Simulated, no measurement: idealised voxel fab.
voxel spacer lines: a process module
Square cells of 5 nm make up the cross-section cut, whose width is 275 nm.
If you're reading a cross-section in this doc, picture square cells in a grid; it comes to you as bands, top ones listed first down to the bottom, and a band can be one or more rows of cells. It is stipulated that each band's entry specify, in nanometres, the height of the top of the band and then that of its bottom, followed by the materials of the band in left-to-right sequence, each together with its width in nanometres. A single material marked by the word "edge to edge" is understood to fill the band from edge to edge; the word "empty" is understood to denote empty space. Zero point of the height axis is 0; under it, received wafer = one material. Lowest band: continues down indefinitely, "top 0, no bottom". A two-number width, for instance "30..40", indicates that the width is equal to the first number in the top row of the band and to the second number in the bottom row, and that it changes by a constant amount per row of cells. "remains unaltered" -> step changed no cross-section cell. "Closed void inventory" contains a list of empty spaces, each no smaller than 8 cells and without an open way to the top, written in the form width x height at distance with the distance from the left edge and all three in nm. Anything after a step's settings on that line? It's the simulator's own note about the step. Among the settings permitted on a step's line is "overlay nm"; applied to a step with a mask, it specifies the extent to which the mask lay to the right of its planned position, whereas a negative figure signifies a position to the left.

## Process steps foreseen in the plan
1,RECEIVE with material Si
2,CONFORMAL_DEP with material Al2O3, thk nm 5
3,DIRECTIONAL_DEP with material polySi, thk nm 15
4,DIRECTIONAL_DEP with material aC, thk nm 20
5,PATTERN with tone cover, mask id MANDREL, material resist, width nm 15, pitch nm 50, thk nm 25, overlay nm 0
6,DIRECTIONAL_ETCH with etch materials aC, depth nm 20
7,STRIP with etch materials resist
8,CONFORMAL_DEP with material SiO2, thk nm 10
9,DIRECTIONAL_ETCH with etch materials SiO2, depth nm 10
10,STRIP with etch materials aC
11,DIRECTIONAL_ETCH with etch materials polySi, depth nm 15
12,STRIP with etch materials SiO2

## Shown in cross-section is the wafer as received, that is, as it stands after step 1
> top 0, no bottom  Si edge to edge
> Closed void inventory: none

## End-of-module cross-section. Starting structure and process plan as above; one mistake made in running it
> top 20, bottom 5  empty 90, then polySi 10, then empty 25, then polySi 10, then empty 5, then polySi 10, then empty 25, then polySi 10, then empty 90
> top 5, bottom 0  Al2O3 edge to edge
> top 0, no bottom  Si edge to edge
> Closed void inventory: none
What was done differently from what was planned? so step 5 ended up running with a different setting than we planned, it ran as PATTERN with tone cover, mask id MANDREL, material resist, width nm 25, pitch nm 50, thk nm 25, overlay nm 0
